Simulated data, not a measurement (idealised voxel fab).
The process module presented herein is designated voxel air gaps.
cross-section cut | 290 nm wide | cells 5 nm
A cross-section is written here as square cells arranged in a grid, and it is given in bands from the top down, each band taking up one or more rows of cells.
Heights first: top, then bottom, in nm. Then materials, left to right, each with a width in nm. "full width" on a single material: fills the band edge to edge. "empty": empty space.
Heights from 0 (as-received wafer is one material below). Bottom band endless downward, as "0 down".
It should be noted that a width expressed as "30->40" varies in equal increments from row to row of cells within the band, taking the value of the first number at the top row and that of the second number at the bottom row.
The cross-section has no changed cell in any step marked "nothing was modified".
Closed empty spaces (no open way to the top) of 8 cells or more are what "Encapsulated voids" lists, each as width x height at distance from the left edge, nm for all three.
Text after the settings on a step's line: the simulator's own remark on that step.
Regarding "overlay nm": on a step with a mask, it is the distance the mask lay to the right of its planned place; a negative value places it to the left.
Each pair of cross-sections that follows straddles one process step: the one shows the state before the step, the other the state after it, down to the lowest band that changed and no further. The step in question, and its settings, are given under the pair. Note that a pair is not necessarily a continuation of the pair above it, since pairs can come from different runs of this module on the same starting wafer; it is a continuation only where its entry headed "Prior to step" says so.
## Prior to step
- 0 down = Si full width
- Encapsulated voids: none
## Step Outcome
- 15 to 0 = SiO2 full width
- Lower than 0, everything is as it was.
- Encapsulated voids: none
Between the two cross-sections shown above lies CONFORMAL_DEP: material SiO2, thk nm 15
Prior to step: the cross-section after the pair above
## Step Outcome
- 20 to 15 = SiN full width
- Lower than 15, everything is as it was.
- Encapsulated voids: none
Between the two cross-sections shown above lies CONFORMAL_DEP: material SiN, thk nm 5
Prior to step: the cross-section after the pair above
## Step Outcome
- 55 to 20 = lowk full width
- Lower than 20, everything is as it was.
- Encapsulated voids: none
Between the two cross-sections shown above lies DIRECTIONAL_DEP: material lowk, thk nm 35
Prior to step: the cross-section after the pair above
## Step Outcome
- 55 to 20 = lowk: 60 / empty: 20 / lowk: 30 / empty: 20 / lowk: 30 / empty: 20 / lowk: 30 / empty: 20 / lowk: 60
- Lower than 20, everything is as it was.
- Encapsulated voids: none
Between the two cross-sections shown above lies MASKED_ETCH: tone open, mask id LINES, width nm 20, pitch nm 50, etch materials lowk, depth nm 35, overlay nm 0
Prior to step: the cross-section after the pair above
## Step Outcome
- 60 to 55 = TiN: 65 / empty: 10 / TiN: 40 / empty: 10 / TiN: 40 / empty: 10 / TiN: 40 / empty: 10 / TiN: 65
- 55 to 25 = lowk: 60 / TiN: 5 / empty: 10 / TiN: 5 / lowk: 30 / TiN: 5 / empty: 10 / TiN: 5 / lowk: 30 / TiN: 5 / empty: 10 / TiN: 5 / lowk: 30 / TiN: 5 / empty: 10 / TiN: 5 / lowk: 60
- 25 to 20 = lowk: 60 / TiN: 20 / lowk: 30 / TiN: 20 / lowk: 30 / TiN: 20 / lowk: 30 / TiN: 20 / lowk: 60
- Lower than 20, everything is as it was.
- Encapsulated voids: none
Between the two cross-sections shown above lies CONFORMAL_DEP: material TiN, thk nm 5
Prior to step: the cross-section after the pair above
## Step Outcome
- 70 to 60 = Cu full width
- 60 to 55 = TiN: 65 / Cu: 10 / TiN: 40 / Cu: 10 / TiN: 40 / Cu: 10 / TiN: 40 / Cu: 10 / TiN: 65
- 55 to 25 = lowk: 60 / TiN: 5 / Cu: 10 / TiN: 5 / lowk: 30 / TiN: 5 / Cu: 10 / TiN: 5 / lowk: 30 / TiN: 5 / Cu: 10 / TiN: 5 / lowk: 30 / TiN: 5 / Cu: 10 / TiN: 5 / lowk: 60
- Lower than 25, everything is as it was.
- Encapsulated voids: none
Between the two cross-sections shown above lies FILL_DEP: material Cu, thk nm 10
Prior to step: the cross-section after the pair above
## Step Outcome
- 55 to 25 = lowk: 60 / TiN: 5 / Cu: 10 / TiN: 5 / lowk: 30 / TiN: 5 / Cu: 10 / TiN: 5 / lowk: 30 / TiN: 5 / Cu: 10 / TiN: 5 / lowk: 30 / TiN: 5 / Cu: 10 / TiN: 5 / lowk: 60
- Lower than 25, everything is as it was.
- Encapsulated voids: none
Between the two cross-sections shown above lies CMP: height nm 55
Prior to step: the cross-section after the pair above
## Step Outcome
- 65 to 55 = empty: 50 / Ru: 40 / empty: 10 / Ru: 40 / empty: 10 / Ru: 40 / empty: 10 / Ru: 40 / empty: 50
- Lower than 55, everything is as it was.
- Encapsulated voids: none
Between the two cross-sections shown above lies EPI: material Ru, thk nm 10
Prior to step: the cross-section after the pair above
## Step Outcome
- 65 to 55 = empty: 50 / Ru: 40 / empty: 10 / Ru: 40 / empty: 10 / Ru: 40 / empty: 10 / Ru: 40 / empty: 50
- 55 to 25 = empty: 60 / TiN: 5 / Cu: 10 / TiN: 5 / empty: 30 / TiN: 5 / Cu: 10 / TiN: 5 / empty: 30 / TiN: 5 / Cu: 10 / TiN: 5 / empty: 30 / TiN: 5 / Cu: 10 / TiN: 5 / empty: 60
- 25 to 20 = empty: 60 / TiN: 20 / empty: 30 / TiN: 20 / empty: 30 / TiN: 20 / empty: 30 / TiN: 20 / empty: 60
- Lower than 20, everything is as it was.
- Encapsulated voids: none
Between the two cross-sections shown above lies SELECTIVE_ETCH: etch materials lowk, depth nm 45
Prior to step: the cross-section after the pair above
## Step Outcome
- 70 to 65 = empty: 45 / SiCN: 200 / empty: 45
- 65 to 55 = empty: 45 / SiCN: 5 / Ru: 40 / SiCN: 10 / Ru: 40 / SiCN: 10 / Ru: 40 / SiCN: 10 / Ru: 40 / SiCN: 5 / empty: 45
- 55 to 50 = empty: 45 / SiCN: 15 / TiN: 5 / Cu: 10 / TiN: 5 / SiCN: 30 / TiN: 5 / Cu: 10 / TiN: 5 / SiCN: 30 / TiN: 5 / Cu: 10 / TiN: 5 / SiCN: 30 / TiN: 5 / Cu: 10 / TiN: 5 / SiCN: 15 / empty: 45
- 50 to 25 = empty: 55 / SiCN: 5 / TiN: 5 / Cu: 10 / TiN: 5 / SiCN: 5 / empty: 20 / SiCN: 5 / TiN: 5 / Cu: 10 / TiN: 5 / SiCN: 5 / empty: 20 / SiCN: 5 / TiN: 5 / Cu: 10 / TiN: 5 / SiCN: 5 / empty: 20 / SiCN: 5 / TiN: 5 / Cu: 10 / TiN: 5 / SiCN: 5 / empty: 55
- 25 to 20 = SiCN: 60 / TiN: 20 / SiCN: 30 / TiN: 20 / SiCN: 30 / TiN: 20 / SiCN: 30 / TiN: 20 / SiCN: 60
- Lower than 20, everything is as it was.
- Encapsulated voids: 20 x 25 at 85; 20 x 25 at 135; 20 x 25 at 185
Between the two cross-sections shown above lies CONFORMAL_DEP: material SiCN, thk nm 5
## Prior to step
- 15 to 0 = SiO2 full width
- 0 down = Si full width
- Encapsulated voids: none
## Step Outcome
- 50 to 15 = lowk full width
- Lower than 15, everything is as it was.
- Encapsulated voids: none
Between the two cross-sections shown above lies DIRECTIONAL_DEP: material lowk, thk nm 35
Prior to step: the cross-section after the pair above
## Step Outcome
- 50 to 15 = lowk: 60 / empty: 20 / lowk: 30 / empty: 20 / lowk: 30 / empty: 20 / lowk: 30 / empty: 20 / lowk: 60
- Lower than 15, everything is as it was.
- Encapsulated voids: none
Between the two cross-sections shown above lies MASKED_ETCH: tone open, mask id LINES, width nm 20, pitch nm 50, etch materials lowk, depth nm 35, overlay nm 0
Prior to step: the cross-section after the pair above
## Step Outcome
- 55 to 50 = TiN: 65 / empty: 10 / TiN: 40 / empty: 10 / TiN: 40 / empty: 10 / TiN: 40 / empty: 10 / TiN: 65
- 50 to 20 = lowk: 60 / TiN: 5 / empty: 10 / TiN: 5 / lowk: 30 / TiN: 5 / empty: 10 / TiN: 5 / lowk: 30 / TiN: 5 / empty: 10 / TiN: 5 / lowk: 30 / TiN: 5 / empty: 10 / TiN: 5 / lowk: 60
- 20 to 15 = lowk: 60 / TiN: 20 / lowk: 30 / TiN: 20 / lowk: 30 / TiN: 20 / lowk: 30 / TiN: 20 / lowk: 60
- Lower than 15, everything is as it was.
- Encapsulated voids: none
Between the two cross-sections shown above lies CONFORMAL_DEP: material TiN, thk nm 5
Prior to step: the cross-section after the pair above
## Step Outcome
- 65 to 55 = Cu full width
- 55 to 50 = TiN: 65 / Cu: 10 / TiN: 40 / Cu: 10 / TiN: 40 / Cu: 10 / TiN: 40 / Cu: 10 / TiN: 65
- 50 to 20 = lowk: 60 / TiN: 5 / Cu: 10 / TiN: 5 / lowk: 30 / TiN: 5 / Cu: 10 / TiN: 5 / lowk: 30 / TiN: 5 / Cu: 10 / TiN: 5 / lowk: 30 / TiN: 5 / Cu: 10 / TiN: 5 / lowk: 60
- Lower than 20, everything is as it was.
- Encapsulated voids: none
Between the two cross-sections shown above lies FILL_DEP: material Cu, thk nm 10
Prior to step: the cross-section after the pair above
## Step Outcome
- 55 to 50 = TiN: 65 / Cu: 10 / TiN: 40 / Cu: 10 / TiN: 40 / Cu: 10 / TiN: 40 / Cu: 10 / TiN: 65
- Lower than 50, everything is as it was.
- Encapsulated voids: none
Between the two cross-sections shown above lies CMP: height nm 55
Prior to step: the cross-section after the pair above
## Step Outcome
- 65 to 55 = Ru full width
- Lower than 55, everything is as it was.
- Encapsulated voids: none
Between the two cross-sections shown above lies EPI: material Ru, thk nm 10
Prior to step: the cross-section after the pair above
## Step Outcome
- 70 to 65 = SiCN full width
- Lower than 65, everything is as it was.
- Encapsulated voids: none
Between the two cross-sections shown above lies CONFORMAL_DEP: material SiCN, thk nm 5
## Prior to step
- 65 to 55 = empty: 50 / Ru: 40 / empty: 10 / Ru: 40 / empty: 10 / Ru: 40 / empty: 10 / Ru: 40 / empty: 50
- 55 to 25 = lowk: 60 / TiN: 5 / Cu: 10 / TiN: 5 / lowk: 30 / TiN: 5 / Cu: 10 / TiN: 5 / lowk: 30 / TiN: 5 / Cu: 10 / TiN: 5 / lowk: 30 / TiN: 5 / Cu: 10 / TiN: 5 / lowk: 60
- 25 to 20 = lowk: 60 / TiN: 20 / lowk: 30 / TiN: 20 / lowk: 30 / TiN: 20 / lowk: 30 / TiN: 20 / lowk: 60
- 20 to 15 = SiN full width
- 15 to 0 = SiO2 full width
- 0 down = Si full width
- Encapsulated voids: none
## Step Outcome
- 75 to 55 = empty: 40 / Ru: 210 / empty: 40
- Lower than 55, everything is as it was.
- Encapsulated voids: none
Between the two cross-sections shown above lies EPI: material Ru, thk nm 10
Prior to step: the cross-section after the pair above
## Step Outcome
- 75 to 55 = empty: 40 / Ru: 210 / empty: 40
- 55 to 25 = empty: 60 / TiN: 5 / Cu: 10 / TiN: 5 / lowk: 30 / TiN: 5 / Cu: 10 / TiN: 5 / lowk: 30 / TiN: 5 / Cu: 10 / TiN: 5 / lowk: 30 / TiN: 5 / Cu: 10 / TiN: 5 / empty: 60
- 25 to 20 = empty: 60 / TiN: 20 / lowk: 30 / TiN: 20 / lowk: 30 / TiN: 20 / lowk: 30 / TiN: 20 / empty: 60
- Lower than 20, everything is as it was.
- Encapsulated voids: none
Between the two cross-sections shown above lies SELECTIVE_ETCH: etch materials lowk, depth nm 45
Prior to step: the cross-section after the pair above
## Step Outcome
- 80 to 75 = empty: 35 / SiCN: 220 / empty: 35
- 75 to 55 = empty: 35 / SiCN: 5 / Ru: 210 / SiCN: 5 / empty: 35
- 55 to 50 = empty: 35 / SiCN: 25 / TiN: 5 / Cu: 10 / TiN: 5 / lowk: 30 / TiN: 5 / Cu: 10 / TiN: 5 / lowk: 30 / TiN: 5 / Cu: 10 / TiN: 5 / lowk: 30 / TiN: 5 / Cu: 10 / TiN: 5 / SiCN: 25 / empty: 35
- 50 to 25 = empty: 55 / SiCN: 5 / TiN: 5 / Cu: 10 / TiN: 5 / lowk: 30 / TiN: 5 / Cu: 10 / TiN: 5 / lowk: 30 / TiN: 5 / Cu: 10 / TiN: 5 / lowk: 30 / TiN: 5 / Cu: 10 / TiN: 5 / SiCN: 5 / empty: 55
- 25 to 20 = SiCN: 60 / TiN: 20 / lowk: 30 / TiN: 20 / lowk: 30 / TiN: 20 / lowk: 30 / TiN: 20 / SiCN: 60
- Lower than 20, everything is as it was.
- Encapsulated voids: none
Between the two cross-sections shown above lies CONFORMAL_DEP: material SiCN, thk nm 5
## Prior to step
- 50 to 15 = lowk full width
- 15 to 0 = SiO2 full width
- 0 down = Si full width
- Encapsulated voids: none
## Step Outcome
- 55 to 50 = SiN full width
- Lower than 50, everything is as it was.
- Encapsulated voids: none
Between the two cross-sections shown above lies CONFORMAL_DEP: material SiN, thk nm 5
Prior to step: the cross-section after the pair above
## Step Outcome
- 60 to 55 = TiN full width
- Lower than 55, everything is as it was.
- Encapsulated voids: none
Between the two cross-sections shown above lies CONFORMAL_DEP: material TiN, thk nm 5
Prior to step: the cross-section after the pair above
## Step Outcome
- 70 to 60 = Cu full width
- Lower than 60, everything is as it was.
- Encapsulated voids: none
Between the two cross-sections shown above lies FILL_DEP: material Cu, thk nm 10
Prior to step: the cross-section after the pair above
## Step Outcome
- 55 to 50 = SiN full width
- Lower than 50, everything is as it was.
- Encapsulated voids: none
Between the two cross-sections shown above lies CMP: height nm 55
Prior to step: the cross-section after the pair above
## Step Outcome
- 60 to 55 = SiCN full width
- Lower than 55, everything is as it was.
- Encapsulated voids: none
Between the two cross-sections shown above lies CONFORMAL_DEP: material SiCN, thk nm 5
## Prior to step
- 0 down = Si full width
- Encapsulated voids: none
## Step Outcome
- 25 to 0 = SiO2 full width
- Lower than 0, everything is as it was.
- Encapsulated voids: none
Between the two cross-sections shown above lies CONFORMAL_DEP: material SiO2, thk nm 25
Prior to step: the cross-section after the pair above
## Step Outcome
- 30 to 25 = SiN full width
- Lower than 25, everything is as it was.
- Encapsulated voids: none
Between the two cross-sections shown above lies CONFORMAL_DEP: material SiN, thk nm 5
Prior to step: the cross-section after the pair above
## Step Outcome
- 65 to 30 = lowk full width
- Lower than 30, everything is as it was.
- Encapsulated voids: none
Between the two cross-sections shown above lies DIRECTIONAL_DEP: material lowk, thk nm 35
Prior to step: the cross-section after the pair above
## Step Outcome
- 65 to 30 = lowk: 60 / empty: 20 / lowk: 30 / empty: 20 / lowk: 30 / empty: 20 / lowk: 30 / empty: 20 / lowk: 60
- Lower than 30, everything is as it was.
- Encapsulated voids: none
Between the two cross-sections shown above lies MASKED_ETCH: tone open, mask id LINES, width nm 20, pitch nm 50, etch materials lowk, depth nm 35, overlay nm 0
Prior to step: the cross-section after the pair above
## Step Outcome
- 70 to 65 = TiN: 65 / empty: 10 / TiN: 40 / empty: 10 / TiN: 40 / empty: 10 / TiN: 40 / empty: 10 / TiN: 65
- 65 to 35 = lowk: 60 / TiN: 5 / empty: 10 / TiN: 5 / lowk: 30 / TiN: 5 / empty: 10 / TiN: 5 / lowk: 30 / TiN: 5 / empty: 10 / TiN: 5 / lowk: 30 / TiN: 5 / empty: 10 / TiN: 5 / lowk: 60
- 35 to 30 = lowk: 60 / TiN: 20 / lowk: 30 / TiN: 20 / lowk: 30 / TiN: 20 / lowk: 30 / TiN: 20 / lowk: 60
- Lower than 30, everything is as it was.
- Encapsulated voids: none
Between the two cross-sections shown above lies CONFORMAL_DEP: material TiN, thk nm 5
Prior to step: the cross-section after the pair above
## Step Outcome
- 80 to 70 = Cu full width
- 70 to 65 = TiN: 65 / Cu: 10 / TiN: 40 / Cu: 10 / TiN: 40 / Cu: 10 / TiN: 40 / Cu: 10 / TiN: 65
- 65 to 35 = lowk: 60 / TiN: 5 / Cu: 10 / TiN: 5 / lowk: 30 / TiN: 5 / Cu: 10 / TiN: 5 / lowk: 30 / TiN: 5 / Cu: 10 / TiN: 5 / lowk: 30 / TiN: 5 / Cu: 10 / TiN: 5 / lowk: 60
- Lower than 35, everything is as it was.
- Encapsulated voids: none
Between the two cross-sections shown above lies FILL_DEP: material Cu, thk nm 10
Prior to step: the cross-section after the pair above
## Step Outcome
- 55 to 35 = lowk: 60 / TiN: 5 / Cu: 10 / TiN: 5 / lowk: 30 / TiN: 5 / Cu: 10 / TiN: 5 / lowk: 30 / TiN: 5 / Cu: 10 / TiN: 5 / lowk: 30 / TiN: 5 / Cu: 10 / TiN: 5 / lowk: 60
- Lower than 35, everything is as it was.
- Encapsulated voids: none
Between the two cross-sections shown above lies CMP: height nm 55
Prior to step: the cross-section after the pair above
## Step Outcome
- 65 to 55 = empty: 50 / Ru: 40 / empty: 10 / Ru: 40 / empty: 10 / Ru: 40 / empty: 10 / Ru: 40 / empty: 50
- Lower than 55, everything is as it was.
- Encapsulated voids: none
Between the two cross-sections shown above lies EPI: material Ru, thk nm 10
Prior to step: the cross-section after the pair above
## Step Outcome
- 65 to 55 = empty: 50 / Ru: 40 / empty: 10 / Ru: 40 / empty: 10 / Ru: 40 / empty: 10 / Ru: 40 / empty: 50
- 55 to 35 = empty: 60 / TiN: 5 / Cu: 10 / TiN: 5 / empty: 30 / TiN: 5 / Cu: 10 / TiN: 5 / empty: 30 / TiN: 5 / Cu: 10 / TiN: 5 / empty: 30 / TiN: 5 / Cu: 10 / TiN: 5 / empty: 60
- 35 to 30 = empty: 60 / TiN: 20 / empty: 30 / TiN: 20 / empty: 30 / TiN: 20 / empty: 30 / TiN: 20 / empty: 60
- Lower than 30, everything is as it was.
- Encapsulated voids: none
Between the two cross-sections shown above lies SELECTIVE_ETCH: etch materials lowk, depth nm 45
Prior to step: the cross-section after the pair above
## Step Outcome
- 70 to 65 = empty: 45 / SiCN: 200 / empty: 45
- 65 to 55 = empty: 45 / SiCN: 5 / Ru: 40 / SiCN: 10 / Ru: 40 / SiCN: 10 / Ru: 40 / SiCN: 10 / Ru: 40 / SiCN: 5 / empty: 45
- 55 to 50 = empty: 45 / SiCN: 15 / TiN: 5 / Cu: 10 / TiN: 5 / SiCN: 30 / TiN: 5 / Cu: 10 / TiN: 5 / SiCN: 30 / TiN: 5 / Cu: 10 / TiN: 5 / SiCN: 30 / TiN: 5 / Cu: 10 / TiN: 5 / SiCN: 15 / empty: 45
- 50 to 35 = empty: 55 / SiCN: 5 / TiN: 5 / Cu: 10 / TiN: 5 / SiCN: 5 / empty: 20 / SiCN: 5 / TiN: 5 / Cu: 10 / TiN: 5 / SiCN: 5 / empty: 20 / SiCN: 5 / TiN: 5 / Cu: 10 / TiN: 5 / SiCN: 5 / empty: 20 / SiCN: 5 / TiN: 5 / Cu: 10 / TiN: 5 / SiCN: 5 / empty: 55
- 35 to 30 = SiCN: 60 / TiN: 20 / SiCN: 30 / TiN: 20 / SiCN: 30 / TiN: 20 / SiCN: 30 / TiN: 20 / SiCN: 60
- Lower than 30, everything is as it was.
- Encapsulated voids: 20 x 15 at 85; 20 x 15 at 135; 20 x 15 at 185
Between the two cross-sections shown above lies CONFORMAL_DEP: material SiCN, thk nm 5
## Prior to step
- 55 to 20 = lowk full width
- 20 to 15 = SiN full width
- 15 to 0 = SiO2 full width
- 0 down = Si full width
- Encapsulated voids: none
## Step Outcome
- 55 to 20 = lowk: 65 / empty: 15 / lowk: 35 / empty: 15 / lowk: 35 / empty: 15 / lowk: 35 / empty: 15 / lowk: 60
- Lower than 20, everything is as it was.
- Encapsulated voids: none
Between the two cross-sections shown above lies MASKED_ETCH: tone open, mask id LINES, width nm 15, pitch nm 50, etch materials lowk, depth nm 35, overlay nm 0
Prior to step: the cross-section after the pair above
## Step Outcome
- 60 to 55 = TiN: 70 / empty: 5 / TiN: 45 / empty: 5 / TiN: 45 / empty: 5 / TiN: 45 / empty: 5 / TiN: 65
- 55 to 25 = lowk: 65 / TiN: 5 / empty: 5 / TiN: 5 / lowk: 35 / TiN: 5 / empty: 5 / TiN: 5 / lowk: 35 / TiN: 5 / empty: 5 / TiN: 5 / lowk: 35 / TiN: 5 / empty: 5 / TiN: 5 / lowk: 60
- 25 to 20 = lowk: 65 / TiN: 15 / lowk: 35 / TiN: 15 / lowk: 35 / TiN: 15 / lowk: 35 / TiN: 15 / lowk: 60
- Lower than 20, everything is as it was.
- Encapsulated voids: none
Between the two cross-sections shown above lies CONFORMAL_DEP: material TiN, thk nm 5
Prior to step: the cross-section after the pair above
## Step Outcome
- 70 to 60 = Cu full width
- 60 to 55 = TiN: 70 / Cu: 5 / TiN: 45 / Cu: 5 / TiN: 45 / Cu: 5 / TiN: 45 / Cu: 5 / TiN: 65
- 55 to 25 = lowk: 65 / TiN: 5 / Cu: 5 / TiN: 5 / lowk: 35 / TiN: 5 / Cu: 5 / TiN: 5 / lowk: 35 / TiN: 5 / Cu: 5 / TiN: 5 / lowk: 35 / TiN: 5 / Cu: 5 / TiN: 5 / lowk: 60
- Lower than 25, everything is as it was.
- Encapsulated voids: none
Between the two cross-sections shown above lies FILL_DEP: material Cu, thk nm 10
Prior to step: the cross-section after the pair above
## Step Outcome
- 55 to 25 = lowk: 65 / TiN: 5 / Cu: 5 / TiN: 5 / lowk: 35 / TiN: 5 / Cu: 5 / TiN: 5 / lowk: 35 / TiN: 5 / Cu: 5 / TiN: 5 / lowk: 35 / TiN: 5 / Cu: 5 / TiN: 5 / lowk: 60
- Lower than 25, everything is as it was.
- Encapsulated voids: none
Between the two cross-sections shown above lies CMP: height nm 55
Prior to step: the cross-section after the pair above
## Step Outcome
- 65 to 55 = empty: 55 / Ru: 35 / empty: 15 / Ru: 35 / empty: 15 / Ru: 35 / empty: 15 / Ru: 35 / empty: 50
- Lower than 55, everything is as it was.
- Encapsulated voids: none
Between the two cross-sections shown above lies EPI: material Ru, thk nm 10
Prior to step: the cross-section after the pair above
## Step Outcome
- 65 to 55 = empty: 55 / Ru: 35 / empty: 15 / Ru: 35 / empty: 15 / Ru: 35 / empty: 15 / Ru: 35 / empty: 50
- 55 to 25 = empty: 65 / TiN: 5 / Cu: 5 / TiN: 5 / empty: 35 / TiN: 5 / Cu: 5 / TiN: 5 / empty: 35 / TiN: 5 / Cu: 5 / TiN: 5 / empty: 35 / TiN: 5 / Cu: 5 / TiN: 5 / empty: 60
- 25 to 20 = empty: 65 / TiN: 15 / empty: 35 / TiN: 15 / empty: 35 / TiN: 15 / empty: 35 / TiN: 15 / empty: 60
- Lower than 20, everything is as it was.
- Encapsulated voids: none
Between the two cross-sections shown above lies SELECTIVE_ETCH: etch materials lowk, depth nm 45
Prior to step: the cross-section after the pair above
## Step Outcome
- 70 to 65 = empty: 50 / SiCN: 45 / empty: 5 / SiCN: 45 / empty: 5 / SiCN: 45 / empty: 5 / SiCN: 45 / empty: 45
- 65 to 55 = empty: 50 / SiCN: 5 / Ru: 35 / SiCN: 5 / empty: 5 / SiCN: 5 / Ru: 35 / SiCN: 5 / empty: 5 / SiCN: 5 / Ru: 35 / SiCN: 5 / empty: 5 / SiCN: 5 / Ru: 35 / SiCN: 5 / empty: 45
- 55 to 50 = empty: 50 / SiCN: 15 / TiN: 5 / Cu: 5 / TiN: 5 / SiCN: 15 / empty: 5 / SiCN: 15 / TiN: 5 / Cu: 5 / TiN: 5 / SiCN: 15 / empty: 5 / SiCN: 15 / TiN: 5 / Cu: 5 / TiN: 5 / SiCN: 15 / empty: 5 / SiCN: 15 / TiN: 5 / Cu: 5 / TiN: 5 / SiCN: 15 / empty: 45
- 50 to 25 = empty: 60 / SiCN: 5 / TiN: 5 / Cu: 5 / TiN: 5 / SiCN: 5 / empty: 25 / SiCN: 5 / TiN: 5 / Cu: 5 / TiN: 5 / SiCN: 5 / empty: 25 / SiCN: 5 / TiN: 5 / Cu: 5 / TiN: 5 / SiCN: 5 / empty: 25 / SiCN: 5 / TiN: 5 / Cu: 5 / TiN: 5 / SiCN: 5 / empty: 55
- 25 to 20 = SiCN: 65 / TiN: 15 / SiCN: 35 / TiN: 15 / SiCN: 35 / TiN: 15 / SiCN: 35 / TiN: 15 / SiCN: 60
- Lower than 20, everything is as it was.
- Encapsulated voids: none
Between the two cross-sections shown above lies CONFORMAL_DEP: material SiCN, thk nm 5
## Prior to step
- 55 to 20 = lowk full width
- 20 to 15 = SiN full width
- 15 to 0 = SiO2 full width
- 0 down = Si full width
- Encapsulated voids: none
## Step Outcome
- 55 to 20 = lowk: 55 / empty: 20 / lowk: 30 / empty: 20 / lowk: 30 / empty: 20 / lowk: 30 / empty: 20 / lowk: 65
- Lower than 20, everything is as it was.
- Encapsulated voids: none
Between the two cross-sections shown above lies MASKED_ETCH: tone open, mask id LINES, width nm 20, pitch nm 50, etch materials lowk, depth nm 35, overlay nm -5
Prior to step: the cross-section after the pair above
## Step Outcome
- 60 to 55 = TiN: 60 / empty: 10 / TiN: 40 / empty: 10 / TiN: 40 / empty: 10 / TiN: 40 / empty: 10 / TiN: 70
- 55 to 25 = lowk: 55 / TiN: 5 / empty: 10 / TiN: 5 / lowk: 30 / TiN: 5 / empty: 10 / TiN: 5 / lowk: 30 / TiN: 5 / empty: 10 / TiN: 5 / lowk: 30 / TiN: 5 / empty: 10 / TiN: 5 / lowk: 65
- 25 to 20 = lowk: 55 / TiN: 20 / lowk: 30 / TiN: 20 / lowk: 30 / TiN: 20 / lowk: 30 / TiN: 20 / lowk: 65
- Lower than 20, everything is as it was.
- Encapsulated voids: none
Between the two cross-sections shown above lies CONFORMAL_DEP: material TiN, thk nm 5
Prior to step: the cross-section after the pair above
## Step Outcome
- 70 to 60 = Cu full width
- 60 to 55 = TiN: 60 / Cu: 10 / TiN: 40 / Cu: 10 / TiN: 40 / Cu: 10 / TiN: 40 / Cu: 10 / TiN: 70
- 55 to 25 = lowk: 55 / TiN: 5 / Cu: 10 / TiN: 5 / lowk: 30 / TiN: 5 / Cu: 10 / TiN: 5 / lowk: 30 / TiN: 5 / Cu: 10 / TiN: 5 / lowk: 30 / TiN: 5 / Cu: 10 / TiN: 5 / lowk: 65
- Lower than 25, everything is as it was.
- Encapsulated voids: none
Between the two cross-sections shown above lies FILL_DEP: material Cu, thk nm 10
Prior to step: the cross-section after the pair above
## Step Outcome
- 55 to 25 = lowk: 55 / TiN: 5 / Cu: 10 / TiN: 5 / lowk: 30 / TiN: 5 / Cu: 10 / TiN: 5 / lowk: 30 / TiN: 5 / Cu: 10 / TiN: 5 / lowk: 30 / TiN: 5 / Cu: 10 / TiN: 5 / lowk: 65
- Lower than 25, everything is as it was.
- Encapsulated voids: none
Between the two cross-sections shown above lies CMP: height nm 55
Prior to step: the cross-section after the pair above
## Step Outcome
- 65 to 55 = empty: 45 / Ru: 40 / empty: 10 / Ru: 40 / empty: 10 / Ru: 40 / empty: 10 / Ru: 40 / empty: 55
- Lower than 55, everything is as it was.
- Encapsulated voids: none
Between the two cross-sections shown above lies EPI: material Ru, thk nm 10
Prior to step: the cross-section after the pair above
## Step Outcome
- 65 to 55 = empty: 45 / Ru: 40 / empty: 10 / Ru: 40 / empty: 10 / Ru: 40 / empty: 10 / Ru: 40 / empty: 55
- 55 to 25 = empty: 55 / TiN: 5 / Cu: 10 / TiN: 5 / empty: 30 / TiN: 5 / Cu: 10 / TiN: 5 / empty: 30 / TiN: 5 / Cu: 10 / TiN: 5 / empty: 30 / TiN: 5 / Cu: 10 / TiN: 5 / empty: 65
- 25 to 20 = empty: 55 / TiN: 20 / empty: 30 / TiN: 20 / empty: 30 / TiN: 20 / empty: 30 / TiN: 20 / empty: 65
- Lower than 20, everything is as it was.
- Encapsulated voids: none
Between the two cross-sections shown above lies SELECTIVE_ETCH: etch materials lowk, depth nm 45
Prior to step: the cross-section after the pair above
## Step Outcome
- 70 to 65 = empty: 40 / SiCN: 200 / empty: 50
- 65 to 55 = empty: 40 / SiCN: 5 / Ru: 40 / SiCN: 10 / Ru: 40 / SiCN: 10 / Ru: 40 / SiCN: 10 / Ru: 40 / SiCN: 5 / empty: 50
- 55 to 50 = empty: 40 / SiCN: 15 / TiN: 5 / Cu: 10 / TiN: 5 / SiCN: 30 / TiN: 5 / Cu: 10 / TiN: 5 / SiCN: 30 / TiN: 5 / Cu: 10 / TiN: 5 / SiCN: 30 / TiN: 5 / Cu: 10 / TiN: 5 / SiCN: 15 / empty: 50
- 50 to 25 = empty: 50 / SiCN: 5 / TiN: 5 / Cu: 10 / TiN: 5 / SiCN: 5 / empty: 20 / SiCN: 5 / TiN: 5 / Cu: 10 / TiN: 5 / SiCN: 5 / empty: 20 / SiCN: 5 / TiN: 5 / Cu: 10 / TiN: 5 / SiCN: 5 / empty: 20 / SiCN: 5 / TiN: 5 / Cu: 10 / TiN: 5 / SiCN: 5 / empty: 60
- 25 to 20 = SiCN: 55 / TiN: 20 / SiCN: 30 / TiN: 20 / SiCN: 30 / TiN: 20 / SiCN: 30 / TiN: 20 / SiCN: 65
- Lower than 20, everything is as it was.
- Encapsulated voids: 20 x 25 at 80; 20 x 25 at 130; 20 x 25 at 180
Between the two cross-sections shown above lies CONFORMAL_DEP: material SiCN, thk nm 5
## Prior to step
- 20 to 15 = SiN full width
- 15 to 0 = SiO2 full width
- 0 down = Si full width
- Encapsulated voids: none
## Step Outcome
- 55 to 15 = SiN full width
- Lower than 15, everything is as it was.
- Encapsulated voids: none
Between the two cross-sections shown above lies DIRECTIONAL_DEP: material SiN, thk nm 35
Prior to step: the cross-section after the pair above
## Step Outcome
- 60 to 55 = TiN full width
- Lower than 55, everything is as it was.
- Encapsulated voids: none
Between the two cross-sections shown above lies CONFORMAL_DEP: material TiN, thk nm 5
Prior to step: the cross-section after the pair above
## Step Outcome
- 70 to 60 = Cu full width
- Lower than 60, everything is as it was.
- Encapsulated voids: none
Between the two cross-sections shown above lies FILL_DEP: material Cu, thk nm 10
Prior to step: the cross-section after the pair above
## Step Outcome
- 55 to 15 = SiN full width
- Lower than 15, everything is as it was.
- Encapsulated voids: none
Between the two cross-sections shown above lies CMP: height nm 55
Prior to step: the cross-section after the pair above
## Step Outcome
- 60 to 55 = SiCN full width
- Lower than 55, everything is as it was.
- Encapsulated voids: none
Between the two cross-sections shown above lies CONFORMAL_DEP: material SiCN, thk nm 5
## Prior to step
- 55 to 20 = lowk full width
- 20 to 15 = SiN full width
- 15 to 0 = SiO2 full width
- 0 down = Si full width
- Encapsulated voids: none
## Step Outcome
- 55 to 20 = empty: 60 / lowk: 20 / empty: 30 / lowk: 20 / empty: 30 / lowk: 20 / empty: 30 / lowk: 20 / empty: 60
- Lower than 20, everything is as it was.
- Encapsulated voids: none
Between the two cross-sections shown above lies MASKED_ETCH: tone cover, mask id LINES, width nm 20, pitch nm 50, etch materials lowk, depth nm 35, overlay nm 0
